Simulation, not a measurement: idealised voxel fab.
process module | voxel tone inversion
cross-section cut | 240 nm wide | cells 5 nm
A cross-section is a grid of square cells, given in bands from the top down. A band is one or more rows of cells.
Each band's line starts with the height of the band's top and of its bottom, in nm. Then come its materials from left to right, each with its width in nm. One material with "throughout" fills the band from edge to edge. "air" is empty space.
Height 0 is the level under which the wafer as received is all one material. The lowest band goes on downwards, as in "0 down".
A width such as "30 to 40" changes by the same amount from each row of cells to the next, from the band's top row to its bottom row.
"no change" after a step means that no cell of the cross-section changed.
closed voids: empty space of 8 cells or more with no open way to the top, each as width x height at its distance from the left edge, in nm
after a step's settings: what the simulator itself notes on the step
overlay nm, on a step with a mask: how far to the right of its planned place the mask lay; to the left if negative
plan
1 op RECEIVE | material Si
2 op CONFORMAL_DEP | material SiN | thk nm 10
3 op DIRECTIONAL_DEP | material aC | thk nm 15
4 op PATTERN | tone cover | mask id POSTS | material resist | width nm 15 | pitch nm 40 | thk nm 25 | overlay nm 0
5 op DIRECTIONAL_ETCH | etch materials aC | depth nm 15
6 op STRIP | etch materials resist
7 op FILL_DEP | material lowk | thk nm 5
8 op CMP | height nm 25
9 op STRIP | etch materials aC
10 op CONFORMAL_DEP | material TiN | thk nm 5
11 op FILL_DEP | material Cu | thk nm 5
12 op CMP | height nm 25
13 op CONFORMAL_DEP | material SiN | thk nm 5
varied across the wafers: width nm of step 4. The plan shows the first wafer's value. All wafers start alike
first wafer as received, after step 1
  0 down: Si throughout
  closed voids: none
first wafer at the end, after step 13
  30 to 25: SiN throughout
  25 to 15: lowk 70 | TiN 5 | Cu 5 | TiN 5 | lowk 25 | TiN 5 | Cu 5 | TiN 5 | lowk 25 | TiN 5 | Cu 5 | TiN 5 | lowk 75
  15 to 10: lowk 70 | TiN 15 | lowk 25 | TiN 15 | lowk 25 | TiN 15 | lowk 75
  10 to 0: SiN throughout
  0 down: Si throughout
  closed voids: none
last wafer at the end
  30 to 25: SiN throughout
  25 to 15: lowk 65 | TiN 5 | Cu 15 | TiN 5 | lowk 15 | TiN 5 | Cu 15 | TiN 5 | lowk 15 | TiN 5 | Cu 15 | TiN 5 | lowk 70
  15 to 10: lowk 65 | TiN 25 | lowk 15 | TiN 25 | lowk 15 | TiN 25 | lowk 70
  10 to 0: SiN throughout
  0 down: Si throughout
  closed voids: none
each wafer at the end: cells of each material gained (+) or lost (-) since it was received, then its closed voids
width nm 15 | +6 Cu | +144 SiN | +21 TiN | +117 lowk | closed voids: none
width nm 20 | +12 Cu | +144 SiN | +24 TiN | +108 lowk | closed voids: none
width nm 25 | +18 Cu | +144 SiN | +27 TiN | +99 lowk | closed voids: none
